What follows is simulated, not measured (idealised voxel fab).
Process module heading - voxel air gaps
Section cut is 205 nm wide and gridded with 5 nm square cells.
Cross-section spec: square-cell grid; bands listed top down; each band is one or more rows.
Quick guide to a band line: top height, bottom height (nm) up front; then every material left to right with its width in nm. Only one material and it's marked "everywhere"? Then it fills the band edge to edge. And "empty" just means empty space.
Where do heights start? At 0: under that level the wafer as delivered is made of one material only. And the lowest band has no floor; it just carries on downward, as in "0 down".
When a width is written as two numbers, as in "30..40", the first number is the width in the top row of cells of the band and the second is the width in its bottom row, and the width changes by the same amount from each row to the next.
What does "remained the same" mean for a step? It means no cell of the cross-section changed in that step.
The entry titled "Closed-off voids" provides the empty spaces that have no open way to the top, restricted to those of 8 cells or more. Each is presented as width x height at distance, the distance being measured from the left edge, with all three in nm.
On each step's line, the part that comes after the settings is the simulator's own comment on the step.
overlay nm: mask offset rightward from planned place, masked step; negative means leftward offset.
The remainder of this document consists of a sequence of paired cross-sections. Each pair presents the cross-section prior to one process step together with the cross-section following it, the latter being rendered only as deep as the lowest band that underwent change. The intervening step, together with its settings, is stated beneath each pair. Because the pairs may originate from different runs of this module on the same starting wafer, a given pair is to be read as continuing from the preceding pair only where its entry headed "State on entry" so indicates.
State on entry
0 down  Si everywhere
Closed-off voids: none
Post-Process Section
10 to 0  SiO2 everywhere
Unchanged below 0.
Closed-off voids: none
the step between: CONFORMAL_DEP: material SiO2, thk nm 10
State on entry: look at the pair above, its after cross-section is where this step starts.
Post-Process Section
15 to 10  SiN everywhere
Unchanged below 10.
Closed-off voids: none
the step between: CONFORMAL_DEP: material SiN, thk nm 5
State on entry: look at the pair above, its after cross-section is where this step starts.
Post-Process Section
50 to 15  lowk everywhere
Unchanged below 15.
Closed-off voids: none
the step between: DIRECTIONAL_DEP: material lowk, thk nm 35
State on entry: look at the pair above, its after cross-section is where this step starts.
Post-Process Section
70 to 50  resist (40), then empty (20), then resist (30), then empty (20), then resist (30), then empty (20), then resist (45)
Unchanged below 50.
Closed-off voids: none
the step between: PATTERN: tone open, mask id LINES, material resist, width nm 20, pitch nm 50, thk nm 20, overlay nm 0
State on entry: look at the pair above, its after cross-section is where this step starts.
Post-Process Section
70 to 50  resist (40), then empty (20), then resist (30), then empty (20), then resist (30), then empty (20), then resist (45)
50 to 15  lowk (40), then empty (20), then lowk (30), then empty (20), then lowk (30), then empty (20), then lowk (45)
Unchanged below 15.
Closed-off voids: none
the step between: DIRECTIONAL_ETCH: etch materials lowk, depth nm 35
State on entry: look at the pair above, its after cross-section is where this step starts.
Post-Process Section
50 to 15  lowk (40), then empty (20), then lowk (30), then empty (20), then lowk (30), then empty (20), then lowk (45)
Unchanged below 15.
Closed-off voids: none
the step between: STRIP: etch materials resist
State on entry: look at the pair above, its after cross-section is where this step starts.
Post-Process Section
55 to 50  TiN (45), then empty (10), then TiN (40), then empty (10), then TiN (40), then empty (10), then TiN (50)
50 to 20  lowk (40), then TiN (5), then empty (10), then TiN (5), then lowk (30), then TiN (5), then empty (10), then TiN (5), then lowk (30), then TiN (5), then empty (10), then TiN (5), then lowk (45)
20 to 15  lowk (40), then TiN (20), then lowk (30), then TiN (20), then lowk (30), then TiN (20), then lowk (45)
Unchanged below 15.
Closed-off voids: none
the step between: CONFORMAL_DEP: material TiN, thk nm 5
State on entry: look at the pair above, its after cross-section is where this step starts.
Post-Process Section
65 to 55  Cu everywhere
55 to 50  TiN (45), then Cu (10), then TiN (40), then Cu (10), then TiN (40), then Cu (10), then TiN (50)
50 to 20  lowk (40), then TiN (5), then Cu (10), then TiN (5), then lowk (30), then TiN (5), then Cu (10), then TiN (5), then lowk (30), then TiN (5), then Cu (10), then TiN (5), then lowk (45)
Unchanged below 20.
Closed-off voids: none
the step between: FILL_DEP: material Cu, thk nm 10
State on entry: look at the pair above, its after cross-section is where this step starts.
Post-Process Section
50 to 20  lowk (40), then TiN (5), then Cu (10), then TiN (5), then lowk (30), then TiN (5), then Cu (10), then TiN (5), then lowk (30), then TiN (5), then Cu (10), then TiN (5), then lowk (45)
Unchanged below 20.
Closed-off voids: none
the step between: CMP: height nm 50
State on entry: look at the pair above, its after cross-section is where this step starts.
Post-Process Section
60 to 50  empty (30), then Ru (40), then empty (10), then Ru (40), then empty (10), then Ru (40), then empty (35)
Unchanged below 50.
Closed-off voids: none
the step between: EPI: material Ru, thk nm 10
State on entry: look at the pair above, its after cross-section is where this step starts.
Post-Process Section
60 to 50  empty (30), then Ru (40), then empty (10), then Ru (40), then empty (10), then Ru (40), then empty (35)
50 to 20  empty (40), then TiN (5), then Cu (10), then TiN (5), then empty (30), then TiN (5), then Cu (10), then TiN (5), then empty (30), then TiN (5), then Cu (10), then TiN (5), then empty (45)
20 to 15  empty (40), then TiN (20), then empty (30), then TiN (20), then empty (30), then TiN (20), then empty (45)
Unchanged below 15.
Closed-off voids: none
the step between: SELECTIVE_ETCH: etch materials lowk, depth nm 45
State on entry: look at the pair above, its after cross-section is where this step starts.
Post-Process Section
65 to 60  empty (25), then SiCN (150), then empty (30)
60 to 50  empty (25), then SiCN (5), then Ru (40), then SiCN (10), then Ru (40), then SiCN (10), then Ru (40), then SiCN (5), then empty (30)
50 to 45  empty (25), then SiCN (15), then TiN (5), then Cu (10), then TiN (5), then SiCN (30), then TiN (5), then Cu (10), then TiN (5), then SiCN (30), then TiN (5), then Cu (10), then TiN (5), then SiCN (15), then empty (30)
45 to 20  empty (35), then SiCN (5), then TiN (5), then Cu (10), then TiN (5), then SiCN (5), then empty (20), then SiCN (5), then TiN (5), then Cu (10), then TiN (5), then SiCN (5), then empty (20), then SiCN (5), then TiN (5), then Cu (10), then TiN (5), then SiCN (5), then empty (40)
20 to 15  SiCN (40), then TiN (20), then SiCN (30), then TiN (20), then SiCN (30), then TiN (20), then SiCN (45)
Unchanged below 15.
Closed-off voids: 20 x 25 at 65; 20 x 25 at 115
the step between: CONFORMAL_DEP: material SiCN, thk nm 5
State on entry
0 down  Si everywhere
Closed-off voids: none
Post-Process Section
5 to 0  SiN everywhere
Unchanged below 0.
Closed-off voids: none
the step between: CONFORMAL_DEP: material SiN, thk nm 5
State on entry: look at the pair above, its after cross-section is where this step starts.
Post-Process Section
40 to 5  lowk everywhere
Unchanged below 5.
Closed-off voids: none
the step between: DIRECTIONAL_DEP: material lowk, thk nm 35
State on entry: look at the pair above, its after cross-section is where this step starts.
Post-Process Section
60 to 40  resist (40), then empty (20), then resist (30), then empty (20), then resist (30), then empty (20), then resist (45)
Unchanged below 40.
Closed-off voids: none
the step between: PATTERN: tone open, mask id LINES, material resist, width nm 20, pitch nm 50, thk nm 20, overlay nm 0
State on entry: look at the pair above, its after cross-section is where this step starts.
Post-Process Section
60 to 40  resist (40), then empty (20), then resist (30), then empty (20), then resist (30), then empty (20), then resist (45)
40 to 5  lowk (40), then empty (20), then lowk (30), then empty (20), then lowk (30), then empty (20), then lowk (45)
Unchanged below 5.
Closed-off voids: none
the step between: DIRECTIONAL_ETCH: etch materials lowk, depth nm 35
State on entry: look at the pair above, its after cross-section is where this step starts.
Post-Process Section
40 to 5  lowk (40), then empty (20), then lowk (30), then empty (20), then lowk (30), then empty (20), then lowk (45)
Unchanged below 5.
Closed-off voids: none
the step between: STRIP: etch materials resist
State on entry: look at the pair above, its after cross-section is where this step starts.
Post-Process Section
45 to 40  TiN (45), then empty (10), then TiN (40), then empty (10), then TiN (40), then empty (10), then TiN (50)
40 to 10  lowk (40), then TiN (5), then empty (10), then TiN (5), then lowk (30), then TiN (5), then empty (10), then TiN (5), then lowk (30), then TiN (5), then empty (10), then TiN (5), then lowk (45)
10 to 5  lowk (40), then TiN (20), then lowk (30), then TiN (20), then lowk (30), then TiN (20), then lowk (45)
Unchanged below 5.
Closed-off voids: none
the step between: CONFORMAL_DEP: material TiN, thk nm 5
State on entry: look at the pair above, its after cross-section is where this step starts.
Post-Process Section
55 to 45  Cu everywhere
45 to 40  TiN (45), then Cu (10), then TiN (40), then Cu (10), then TiN (40), then Cu (10), then TiN (50)
40 to 10  lowk (40), then TiN (5), then Cu (10), then TiN (5), then lowk (30), then TiN (5), then Cu (10), then TiN (5), then lowk (30), then TiN (5), then Cu (10), then TiN (5), then lowk (45)
Unchanged below 10.
Closed-off voids: none
the step between: FILL_DEP: material Cu, thk nm 10
State on entry: look at the pair above, its after cross-section is where this step starts.
Post-Process Section
50 to 45  Cu everywhere
Unchanged below 45.
Closed-off voids: none
the step between: CMP: height nm 50
State on entry: look at the pair above, its after cross-section is where this step starts.
Post-Process Section
60 to 50  Ru everywhere
Unchanged below 50.
Closed-off voids: none
the step between: EPI: material Ru, thk nm 10
State on entry: look at the pair above, its after cross-section is where this step starts.
Post-Process Section
65 to 60  SiCN everywhere
Unchanged below 60.
Closed-off voids: none
the step between: CONFORMAL_DEP: material SiCN, thk nm 5
State on entry
60 to 50  empty (30), then Ru (40), then empty (10), then Ru (40), then empty (10), then Ru (40), then empty (35)
50 to 20  lowk (40), then TiN (5), then Cu (10), then TiN (5), then lowk (30), then TiN (5), then Cu (10), then TiN (5), then lowk (30), then TiN (5), then Cu (10), then TiN (5), then lowk (45)
20 to 15  lowk (40), then TiN (20), then lowk (30), then TiN (20), then lowk (30), then TiN (20), then lowk (45)
15 to 10  SiN everywhere
10 to 0  SiO2 everywhere
0 down  Si everywhere
Closed-off voids: none
Post-Process Section
70 to 50  empty (20), then Ru (160), then empty (25)
Unchanged below 50.
Closed-off voids: none
the step between: EPI: material Ru, thk nm 10
State on entry: look at the pair above, its after cross-section is where this step starts.
Post-Process Section
70 to 50  empty (20), then Ru (160), then empty (25)
50 to 20  empty (40), then TiN (5), then Cu (10), then TiN (5), then lowk (30), then TiN (5), then Cu (10), then TiN (5), then lowk (30), then TiN (5), then Cu (10), then TiN (5), then empty (45)
20 to 15  empty (40), then TiN (20), then lowk (30), then TiN (20), then lowk (30), then TiN (20), then empty (45)
Unchanged below 15.
Closed-off voids: none
the step between: SELECTIVE_ETCH: etch materials lowk, depth nm 45
State on entry: look at the pair above, its after cross-section is where this step starts.
Post-Process Section
75 to 70  empty (15), then SiCN (170), then empty (20)
70 to 50  empty (15), then SiCN (5), then Ru (160), then SiCN (5), then empty (20)
50 to 45  empty (15), then SiCN (25), then TiN (5), then Cu (10), then TiN (5), then lowk (30), then TiN (5), then Cu (10), then TiN (5), then lowk (30), then TiN (5), then Cu (10), then TiN (5), then SiCN (25), then empty (20)
45 to 20  empty (35), then SiCN (5), then TiN (5), then Cu (10), then TiN (5), then lowk (30), then TiN (5), then Cu (10), then TiN (5), then lowk (30), then TiN (5), then Cu (10), then TiN (5), then SiCN (5), then empty (40)
20 to 15  SiCN (40), then TiN (20), then lowk (30), then TiN (20), then lowk (30), then TiN (20), then SiCN (45)
Unchanged below 15.
Closed-off voids: none
the step between: CONFORMAL_DEP: material SiCN, thk nm 5
State on entry
10 to 0  SiO2 everywhere
0 down  Si everywhere
Closed-off voids: none
Post-Process Section
45 to 10  lowk everywhere
Unchanged below 10.
Closed-off voids: none
the step between: DIRECTIONAL_DEP: material lowk, thk nm 35
State on entry: look at the pair above, its after cross-section is where this step starts.
Post-Process Section
50 to 45  SiN everywhere
Unchanged below 45.
Closed-off voids: none
the step between: CONFORMAL_DEP: material SiN, thk nm 5
State on entry: look at the pair above, its after cross-section is where this step starts.
Post-Process Section
70 to 50  resist (40), then empty (20), then resist (30), then empty (20), then resist (30), then empty (20), then resist (45)
Unchanged below 50.
Closed-off voids: none
the step between: PATTERN: tone open, mask id LINES, material resist, width nm 20, pitch nm 50, thk nm 20, overlay nm 0
State on entry: look at the pair above, its after cross-section is where this step starts.
Post-Process Section
50 to 45  SiN everywhere
Unchanged below 45.
Closed-off voids: none
the step between: STRIP: etch materials resist
State on entry: look at the pair above, its after cross-section is where this step starts.
Post-Process Section
55 to 50  TiN everywhere
Unchanged below 50.
Closed-off voids: none
the step between: CONFORMAL_DEP: material TiN, thk nm 5
State on entry: look at the pair above, its after cross-section is where this step starts.
Post-Process Section
65 to 55  Cu everywhere
Unchanged below 55.
Closed-off voids: none
the step between: FILL_DEP: material Cu, thk nm 10
State on entry: look at the pair above, its after cross-section is where this step starts.
Post-Process Section
50 to 45  SiN everywhere
Unchanged below 45.
Closed-off voids: none
the step between: CMP: height nm 50
State on entry: look at the pair above, its after cross-section is where this step starts.
Post-Process Section
55 to 50  SiCN everywhere
Unchanged below 50.
Closed-off voids: none
the step between: CONFORMAL_DEP: material SiCN, thk nm 5
State on entry
65 to 55  Cu everywhere
55 to 50  TiN (45), then Cu (10), then TiN (40), then Cu (10), then TiN (40), then Cu (10), then TiN (50)
50 to 20  lowk (40), then TiN (5), then Cu (10), then TiN (5), then lowk (30), then TiN (5), then Cu (10), then TiN (5), then lowk (30), then TiN (5), then Cu (10), then TiN (5), then lowk (45)
20 to 15  lowk (40), then TiN (20), then lowk (30), then TiN (20), then lowk (30), then TiN (20), then lowk (45)
15 to 10  SiN everywhere
10 to 0  SiO2 everywhere
0 down  Si everywhere
Closed-off voids: none
Post-Process Section
40 to 20  lowk (40), then TiN (5), then Cu (10), then TiN (5), then lowk (30), then TiN (5), then Cu (10), then TiN (5), then lowk (30), then TiN (5), then Cu (10), then TiN (5), then lowk (45)
Unchanged below 20.
Closed-off voids: none
the step between: CMP: height nm 40
State on entry: look at the pair above, its after cross-section is where this step starts.
Post-Process Section
50 to 40  empty (30), then Ru (40), then empty (10), then Ru (40), then empty (10), then Ru (40), then empty (35)
Unchanged below 40.
Closed-off voids: none
the step between: EPI: material Ru, thk nm 10
State on entry: look at the pair above, its after cross-section is where this step starts.
Post-Process Section
50 to 40  empty (30), then Ru (40), then empty (10), then Ru (40), then empty (10), then Ru (40), then empty (35)
40 to 20  empty (40), then TiN (5), then Cu (10), then TiN (5), then empty (30), then TiN (5), then Cu (10), then TiN (5), then empty (30), then TiN (5), then Cu (10), then TiN (5), then empty (45)
20 to 15  empty (40), then TiN (20), then empty (30), then TiN (20), then empty (30), then TiN (20), then empty (45)
Unchanged below 15.
Closed-off voids: none
the step between: SELECTIVE_ETCH: etch materials lowk, depth nm 45
State on entry: look at the pair above, its after cross-section is where this step starts.
Post-Process Section
55 to 50  empty (25), then SiCN (150), then empty (30)
50 to 40  empty (25), then SiCN (5), then Ru (40), then SiCN (10), then Ru (40), then SiCN (10), then Ru (40), then SiCN (5), then empty (30)
40 to 35  empty (25), then SiCN (15), then TiN (5), then Cu (10), then TiN (5), then SiCN (30), then TiN (5), then Cu (10), then TiN (5), then SiCN (30), then TiN (5), then Cu (10), then TiN (5), then SiCN (15), then empty (30)
35 to 20  empty (35), then SiCN (5), then TiN (5), then Cu (10), then TiN (5), then SiCN (5), then empty (20), then SiCN (5), then TiN (5), then Cu (10), then TiN (5), then SiCN (5), then empty (20), then SiCN (5), then TiN (5), then Cu (10), then TiN (5), then SiCN (5), then empty (40)
20 to 15  SiCN (40), then TiN (20), then SiCN (30), then TiN (20), then SiCN (30), then TiN (20), then SiCN (45)
Unchanged below 15.
Closed-off voids: 20 x 15 at 65; 20 x 15 at 115
the step between: CONFORMAL_DEP: material SiCN, thk nm 5
State on entry
50 to 15  lowk everywhere
15 to 10  SiN everywhere
10 to 0  SiO2 everywhere
0 down  Si everywhere
Closed-off voids: none
Post-Process Section
70 to 50  resist (35), then empty (30), then resist (20), then empty (30), then resist (20), then empty (30), then resist (40)
Unchanged below 50.
Closed-off voids: none
the step between: PATTERN: tone open, mask id LINES, material resist, width nm 30, pitch nm 50, thk nm 20, overlay nm 0
State on entry: look at the pair above, its after cross-section is where this step starts.
Post-Process Section
70 to 50  resist (35), then empty (30), then resist (20), then empty (30), then resist (20), then empty (30), then resist (40)
50 to 15  lowk (35), then empty (30), then lowk (20), then empty (30), then lowk (20), then empty (30), then lowk (40)
Unchanged below 15.
Closed-off voids: none
the step between: DIRECTIONAL_ETCH: etch materials lowk, depth nm 35
State on entry: look at the pair above, its after cross-section is where this step starts.
Post-Process Section
50 to 15  lowk (35), then empty (30), then lowk (20), then empty (30), then lowk (20), then empty (30), then lowk (40)
Unchanged below 15.
Closed-off voids: none
the step between: STRIP: etch materials resist
State on entry: look at the pair above, its after cross-section is where this step starts.
Post-Process Section
55 to 50  TiN (40), then empty (20), then TiN (30), then empty (20), then TiN (30), then empty (20), then TiN (45)
50 to 20  lowk (35), then TiN (5), then empty (20), then TiN (5), then lowk (20), then TiN (5), then empty (20), then TiN (5), then lowk (20), then TiN (5), then empty (20), then TiN (5), then lowk (40)
20 to 15  lowk (35), then TiN (30), then lowk (20), then TiN (30), then lowk (20), then TiN (30), then lowk (40)
Unchanged below 15.
Closed-off voids: none
the step between: CONFORMAL_DEP: material TiN, thk nm 5
State on entry: look at the pair above, its after cross-section is where this step starts.
Post-Process Section
65 to 55  Cu everywhere
55 to 50  TiN (40), then Cu (20), then TiN (30), then Cu (20), then TiN (30), then Cu (20), then TiN (45)
50 to 20  lowk (35), then TiN (5), then Cu (20), then TiN (5), then lowk (20), then TiN (5), then Cu (20), then TiN (5), then lowk (20), then TiN (5), then Cu (20), then TiN (5), then lowk (40)
Unchanged below 20.
Closed-off voids: none
the step between: FILL_DEP: material Cu, thk nm 10
State on entry: look at the pair above, its after cross-section is where this step starts.
Post-Process Section
50 to 20  lowk (35), then TiN (5), then Cu (20), then TiN (5), then lowk (20), then TiN (5), then Cu (20), then TiN (5), then lowk (20), then TiN (5), then Cu (20), then TiN (5), then lowk (40)
Unchanged below 20.
Closed-off voids: none
the step between: CMP: height nm 50
State on entry: look at the pair above, its after cross-section is where this step starts.
Post-Process Section
60 to 50  empty (25), then Ru (150), then empty (30)
Unchanged below 50.
Closed-off voids: none
the step between: EPI: material Ru, thk nm 10
State on entry: look at the pair above, its after cross-section is where this step starts.
Post-Process Section
60 to 50  empty (25), then Ru (150), then empty (30)
50 to 20  empty (35), then TiN (5), then Cu (20), then TiN (5), then lowk (20), then TiN (5), then Cu (20), then TiN (5), then lowk (20), then TiN (5), then Cu (20), then TiN (5), then empty (40)
20 to 15  empty (35), then TiN (30), then lowk (20), then TiN (30), then lowk (20), then TiN (30), then empty (40)
Unchanged below 15.
Closed-off voids: none
the step between: SELECTIVE_ETCH: etch materials lowk, depth nm 45
State on entry: look at the pair above, its after cross-section is where this step starts.
Post-Process Section
65 to 60  empty (20), then SiCN (160), then empty (25)
60 to 50  empty (20), then SiCN (5), then Ru (150), then SiCN (5), then empty (25)
50 to 45  empty (20), then SiCN (15), then TiN (5), then Cu (20), then TiN (5), then lowk (20), then TiN (5), then Cu (20), then TiN (5), then lowk (20), then TiN (5), then Cu (20), then TiN (5), then SiCN (15), then empty (25)
45 to 20  empty (30), then SiCN (5), then TiN (5), then Cu (20), then TiN (5), then lowk (20), then TiN (5), then Cu (20), then TiN (5), then lowk (20), then TiN (5), then Cu (20), then TiN (5), then SiCN (5), then empty (35)
20 to 15  SiCN (35), then TiN (30), then lowk (20), then TiN (30), then lowk (20), then TiN (30), then SiCN (40)
Unchanged below 15.
Closed-off voids: none
the step between: CONFORMAL_DEP: material SiCN, thk nm 5
State on entry
50 to 15  lowk everywhere
15 to 10  SiN everywhere
10 to 0  SiO2 everywhere
0 down  Si everywhere
Closed-off voids: none
Post-Process Section
70 to 50  resist (50), then empty (20), then resist (30), then empty (20), then resist (30), then empty (20), then resist (35)
Unchanged below 50.
Closed-off voids: none
the step between: PATTERN: tone open, mask id LINES, material resist, width nm 20, pitch nm 50, thk nm 20, overlay nm 10
State on entry: look at the pair above, its after cross-section is where this step starts.
Post-Process Section
70 to 50  resist (50), then empty (20), then resist (30), then empty (20), then resist (30), then empty (20), then resist (35)
50 to 15  lowk (50), then empty (20), then lowk (30), then empty (20), then lowk (30), then empty (20), then lowk (35)
Unchanged below 15.
Closed-off voids: none
the step between: DIRECTIONAL_ETCH: etch materials lowk, depth nm 35
State on entry: look at the pair above, its after cross-section is where this step starts.
Post-Process Section
50 to 15  lowk (50), then empty (20), then lowk (30), then empty (20), then lowk (30), then empty (20), then lowk (35)
Unchanged below 15.
Closed-off voids: none
the step between: STRIP: etch materials resist
State on entry: look at the pair above, its after cross-section is where this step starts.
Post-Process Section
55 to 50  TiN (55), then empty (10), then TiN (40), then empty (10), then TiN (40), then empty (10), then TiN (40)
50 to 20  lowk (50), then TiN (5), then empty (10), then TiN (5), then lowk (30), then TiN (5), then empty (10), then TiN (5), then lowk (30), then TiN (5), then empty (10), then TiN (5), then lowk (35)
20 to 15  lowk (50), then TiN (20), then lowk (30), then TiN (20), then lowk (30), then TiN (20), then lowk (35)
Unchanged below 15.
Closed-off voids: none
the step between: CONFORMAL_DEP: material TiN, thk nm 5
State on entry: look at the pair above, its after cross-section is where this step starts.
Post-Process Section
65 to 55  Cu everywhere
55 to 50  TiN (55), then Cu (10), then TiN (40), then Cu (10), then TiN (40), then Cu (10), then TiN (40)
50 to 20  lowk (50), then TiN (5), then Cu (10), then TiN (5), then lowk (30), then TiN (5), then Cu (10), then TiN (5), then lowk (30), then TiN (5), then Cu (10), then TiN (5), then lowk (35)
Unchanged below 20.
Closed-off voids: none
the step between: FILL_DEP: material Cu, thk nm 10
State on entry: look at the pair above, its after cross-section is where this step starts.
Post-Process Section
50 to 20  lowk (50), then TiN (5), then Cu (10), then TiN (5), then lowk (30), then TiN (5), then Cu (10), then TiN (5), then lowk (30), then TiN (5), then Cu (10), then TiN (5), then lowk (35)
Unchanged below 20.
Closed-off voids: none
the step between: CMP: height nm 50
State on entry: look at the pair above, its after cross-section is where this step starts.
Post-Process Section
60 to 50  empty (40), then Ru (40), then empty (10), then Ru (40), then empty (10), then Ru (40), then empty (25)
Unchanged below 50.
Closed-off voids: none
the step between: EPI: material Ru, thk nm 10
State on entry: look at the pair above, its after cross-section is where this step starts.
Post-Process Section
60 to 50  empty (40), then Ru (40), then empty (10), then Ru (40), then empty (10), then Ru (40), then empty (25)
50 to 20  empty (50), then TiN (5), then Cu (10), then TiN (5), then empty (30), then TiN (5), then Cu (10), then TiN (5), then empty (30), then TiN (5), then Cu (10), then TiN (5), then empty (35)
20 to 15  empty (50), then TiN (20), then empty (30), then TiN (20), then empty (30), then TiN (20), then empty (35)
Unchanged below 15.
Closed-off voids: none
the step between: SELECTIVE_ETCH: etch materials lowk, depth nm 45
State on entry: look at the pair above, its after cross-section is where this step starts.
Post-Process Section
65 to 60  empty (35), then SiCN (150), then empty (20)
60 to 50  empty (35), then SiCN (5), then Ru (40), then SiCN (10), then Ru (40), then SiCN (10), then Ru (40), then SiCN (5), then empty (20)
50 to 45  empty (35), then SiCN (15), then TiN (5), then Cu (10), then TiN (5), then SiCN (30), then TiN (5), then Cu (10), then TiN (5), then SiCN (30), then TiN (5), then Cu (10), then TiN (5), then SiCN (15), then empty (20)
45 to 20  empty (45), then SiCN (5), then TiN (5), then Cu (10), then TiN (5), then SiCN (5), then empty (20), then SiCN (5), then TiN (5), then Cu (10), then TiN (5), then SiCN (5), then empty (20), then SiCN (5), then TiN (5), then Cu (10), then TiN (5), then SiCN (5), then empty (30)
20 to 15  SiCN (50), then TiN (20), then SiCN (30), then TiN (20), then SiCN (30), then TiN (20), then SiCN (35)
Unchanged below 15.
Closed-off voids: 20 x 25 at 75; 20 x 25 at 125
the step between: CONFORMAL_DEP: material SiCN, thk nm 5
State on entry
0 down  Si everywhere
Closed-off voids: none
Post-Process Section
10 to 0  SiN everywhere
Unchanged below 0.
Closed-off voids: none
the step between: CONFORMAL_DEP: material SiN, thk nm 10
State on entry: look at the pair above, its after cross-section is where this step starts.
Post-Process Section
15 to 0  SiN everywhere
Unchanged below 0.
Closed-off voids: none
the step between: CONFORMAL_DEP: material SiN, thk nm 5
State on entry: look at the pair above, its after cross-section is where this step starts.
Post-Process Section
50 to 15  lowk everywhere
Unchanged below 15.
Closed-off voids: none
the step between: DIRECTIONAL_DEP: material lowk, thk nm 35
State on entry: look at the pair above, its after cross-section is where this step starts.
Post-Process Section
70 to 50  resist (40), then empty (20), then resist (30), then empty (20), then resist (30), then empty (20), then resist (45)
Unchanged below 50.
Closed-off voids: none
the step between: PATTERN: tone open, mask id LINES, material resist, width nm 20, pitch nm 50, thk nm 20, overlay nm 0
State on entry: look at the pair above, its after cross-section is where this step starts.
Post-Process Section
70 to 50  resist (40), then empty (20), then resist (30), then empty (20), then resist (30), then empty (20), then resist (45)
50 to 15  lowk (40), then empty (20), then lowk (30), then empty (20), then lowk (30), then empty (20), then lowk (45)
Unchanged below 15.
Closed-off voids: none
the step between: DIRECTIONAL_ETCH: etch materials lowk, depth nm 35
State on entry: look at the pair above, its after cross-section is where this step starts.
Post-Process Section
50 to 15  lowk (40), then empty (20), then lowk (30), then empty (20), then lowk (30), then empty (20), then lowk (45)
Unchanged below 15.
Closed-off voids: none
the step between: STRIP: etch materials resist
State on entry: look at the pair above, its after cross-section is where this step starts.
Post-Process Section
55 to 50  TiN (45), then empty (10), then TiN (40), then empty (10), then TiN (40), then empty (10), then TiN (50)
50 to 20  lowk (40), then TiN (5), then empty (10), then TiN (5), then lowk (30), then TiN (5), then empty (10), then TiN (5), then lowk (30), then TiN (5), then empty (10), then TiN (5), then lowk (45)
20 to 15  lowk (40), then TiN (20), then lowk (30), then TiN (20), then lowk (30), then TiN (20), then lowk (45)
Unchanged below 15.
Closed-off voids: none
the step between: CONFORMAL_DEP: material TiN, thk nm 5
State on entry: look at the pair above, its after cross-section is where this step starts.
Post-Process Section
65 to 55  Cu everywhere
55 to 50  TiN (45), then Cu (10), then TiN (40), then Cu (10), then TiN (40), then Cu (10), then TiN (50)
50 to 20  lowk (40), then TiN (5), then Cu (10), then TiN (5), then lowk (30), then TiN (5), then Cu (10), then TiN (5), then lowk (30), then TiN (5), then Cu (10), then TiN (5), then lowk (45)
Unchanged below 20.
Closed-off voids: none
the step between: FILL_DEP: material Cu, thk nm 10
State on entry: look at the pair above, its after cross-section is where this step starts.
Post-Process Section
50 to 20  lowk (40), then TiN (5), then Cu (10), then TiN (5), then lowk (30), then TiN (5), then Cu (10), then TiN (5), then lowk (30), then TiN (5), then Cu (10), then TiN (5), then lowk (45)
Unchanged below 20.
Closed-off voids: none
the step between: CMP: height nm 50
State on entry: look at the pair above, its after cross-section is where this step starts.
Post-Process Section
60 to 50  empty (30), then Ru (40), then empty (10), then Ru (40), then empty (10), then Ru (40), then empty (35)
Unchanged below 50.
Closed-off voids: none
the step between: EPI: material Ru, thk nm 10
State on entry: look at the pair above, its after cross-section is where this step starts.
Post-Process Section
60 to 50  empty (30), then Ru (40), then empty (10), then Ru (40), then empty (10), then Ru (40), then empty (35)
50 to 20  empty (40), then TiN (5), then Cu (10), then TiN (5), then empty (30), then TiN (5), then Cu (10), then TiN (5), then empty (30), then TiN (5), then Cu (10), then TiN (5), then empty (45)
20 to 15  empty (40), then TiN (20), then empty (30), then TiN (20), then empty (30), then TiN (20), then empty (45)
Unchanged below 15.
Closed-off voids: none
the step between: SELECTIVE_ETCH: etch materials lowk, depth nm 45
State on entry: look at the pair above, its after cross-section is where this step starts.
Post-Process Section
65 to 60  empty (25), then SiCN (150), then empty (30)
60 to 50  empty (25), then SiCN (5), then Ru (40), then SiCN (10), then Ru (40), then SiCN (10), then Ru (40), then SiCN (5), then empty (30)
50 to 45  empty (25), then SiCN (15), then TiN (5), then Cu (10), then TiN (5), then SiCN (30), then TiN (5), then Cu (10), then TiN (5), then SiCN (30), then TiN (5), then Cu (10), then TiN (5), then SiCN (15), then empty (30)
45 to 20  empty (35), then SiCN (5), then TiN (5), then Cu (10), then TiN (5), then SiCN (5), then empty (20), then SiCN (5), then TiN (5), then Cu (10), then TiN (5), then SiCN (5), then empty (20), then SiCN (5), then TiN (5), then Cu (10), then TiN (5), then SiCN (5), then empty (40)
20 to 15  SiCN (40), then TiN (20), then SiCN (30), then TiN (20), then SiCN (30), then TiN (20), then SiCN (45)
Unchanged below 15.
Closed-off voids: 20 x 25 at 65; 20 x 25 at 115
the step between: CONFORMAL_DEP: material SiCN, thk nm 5
State on entry
50 to 15  lowk everywhere
15 to 10  SiN everywhere
10 to 0  SiO2 everywhere
0 down  Si everywhere
Closed-off voids: none
Post-Process Section
70 to 50  empty (40), then resist (20), then empty (30), then resist (20), then empty (30), then resist (20), then empty (45)
Unchanged below 50.
Closed-off voids: none
the step between: PATTERN: tone cover, mask id LINES, material resist, width nm 20, pitch nm 50, thk nm 20, overlay nm 0
State on entry: look at the pair above, its after cross-section is where this step starts.
Post-Process Section
70 to 50  empty (40), then resist (20), then empty (30), then resist (20), then empty (30), then resist (20), then empty (45)
50 to 15  empty (40), then lowk (20), then empty (30), then lowk (20), then empty (30), then lowk (20), then empty (45)
Unchanged below 15.
Closed-off voids: none
the step between: DIRECTIONAL_ETCH: etch materials lowk, depth nm 35
State on entry: look at the pair above, its after cross-section is where this step starts.
Post-Process Section
50 to 15  empty (40), then lowk (20), then empty (30), then lowk (20), then empty (30), then lowk (20), then empty (45)
Unchanged below 15.
Closed-off voids: none
the step between: STRIP: etch materials resist
State on entry: look at the pair above, its after cross-section is where this step starts.
Post-Process Section
55 to 50  empty (35), then TiN (30), then empty (20), then TiN (30), then empty (20), then TiN (30), then empty (40)
50 to 20  empty (35), then TiN (5), then lowk (20), then TiN (5), then empty (20), then TiN (5), then lowk (20), then TiN (5), then empty (20), then TiN (5), then lowk (20), then TiN (5), then empty (40)
20 to 15  TiN (40), then lowk (20), then TiN (30), then lowk (20), then TiN (30), then lowk (20), then TiN (45)
Unchanged below 15.
Closed-off voids: none
the step between: CONFORMAL_DEP: material TiN, thk nm 5
State on entry: look at the pair above, its after cross-section is where this step starts.
Post-Process Section
65 to 55  Cu everywhere
55 to 50  Cu (35), then TiN (30), then Cu (20), then TiN (30), then Cu (20), then TiN (30), then Cu (40)
50 to 20  Cu (35), then TiN (5), then lowk (20), then TiN (5), then Cu (20), then TiN (5), then lowk (20), then TiN (5), then Cu (20), then TiN (5), then lowk (20), then TiN (5), then Cu (40)
Unchanged below 20.
Closed-off voids: none
the step between: FILL_DEP: material Cu, thk nm 10
State on entry: look at the pair above, its after cross-section is where this step starts.
Post-Process Section
50 to 20  Cu (35), then TiN (5), then lowk (20), then TiN (5), then Cu (20), then TiN (5), then lowk (20), then TiN (5), then Cu (20), then TiN (5), then lowk (20), then TiN (5), then Cu (40)
Unchanged below 20.
Closed-off voids: none
the step between: CMP: height nm 50
